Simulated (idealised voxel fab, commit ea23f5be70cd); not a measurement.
Process module in this document: voxel fin reveal
The width of the displayed cross-section, cut, is 175 nm; its cells are square, with a size of 5 nm.
Cross-sections here: square-cell grids, written as top-down lists of bands, a band being one or more rows of cells.
Read a band's entry like this: the first values are the height of its top and the height of its bottom in nm, and what follows is the sequence of materials from left to right, each with its width in nm. Note that "blank" is empty space, and that a single material marked "everywhere" reaches across the band from edge to edge.
Below 0: as-received wafer, all one material; heights counted from there. Lowest band: no bottom, goes on down, written "0..down".
The expression "30 to 40" gives the width at the extremes of the band, the first number at its top row of cells and the second at its bottom row, with the width changing by equal amounts from each row to the next in between.
Take "identical to before" at face value: in the step it is given for, the cross-section changed in none of its cells.
Closed-off voids of 8+ cells (no open route to the top) go in "Non-vented voids", written width x height at distance from the left edge, in nm.
Anything after a step's settings on that line? It's the simulator's own note about the step.
overlay nm: mask right of planned place by this much (step with mask). Neg. = left.
The planned process steps are enumerated hereunder
1) RECEIVE (material Si)
2) CONFORMAL_DEP (material SiN; thk nm 5)
3) MASKED_ETCH (tone cover; mask id FINS; width nm 15; pitch nm 40; etch materials SiN; depth nm 5; overlay nm 0)
4) MASKED_ETCH (tone cover; mask id FINS; width nm 15; pitch nm 40; etch materials Si; depth nm 30; overlay nm -15)
5) FILL_DEP (material SiO2; thk nm 10)
6) CMP (height nm 5)
7) SELECTIVE_ETCH (etch materials SiO2; depth nm 25)
8) STRIP (etch materials SiN)
The wafers are alike at the start. At step 4, their overlay nm differs. The plan lists the first wafer's value.
Cross-sectional view of the first of several wafers in the as-received condition, corresponding to the state following step 1
    0..down | Si everywhere
    Non-vented voids: none
First wafer at the end, after step 8
    0..-20 | 25 of blank, then 30 of Si, then 10 of blank, then 30 of Si, then 10 of blank, then 30 of Si, then 40 of blank
    -20..-30 | 25 of SiO2, then 30 of Si, then 10 of SiO2, then 30 of Si, then 10 of SiO2, then 30 of Si, then 40 of SiO2
    -30..down | Si everywhere
    Non-vented voids: none
Cross-sectional view of the final wafer of several at the module's end
    0..-20 | 40 of blank, then 30 of Si, then 10 of blank, then 30 of Si, then 10 of blank, then 30 of Si, then 25 of blank
    -20..-30 | 40 of SiO2, then 30 of Si, then 10 of SiO2, then 30 of Si, then 10 of SiO2, then 30 of Si, then 25 of SiO2
    -30..down | Si everywhere
    Non-vented voids: none
Per-wafer rows below. For each material: cells gained (+) or lost (-) since the wafer was received, as of end of module. Then: closed voids
overlay nm -15, -102 Si, +34 SiO2, Non-vented voids: none
overlay nm -10, -120 Si, +40 SiO2, Non-vented voids: none
overlay nm -5, -138 Si, +46 SiO2, Non-vented voids: none
overlay nm 0, -156 Si, +52 SiO2, Non-vented voids: none
overlay nm 5, -138 Si, +46 SiO2, Non-vented voids: none
overlay nm 10, -120 Si, +40 SiO2, Non-vented voids: none
overlay nm 15, -102 Si, +34 SiO2, Non-vented voids: none
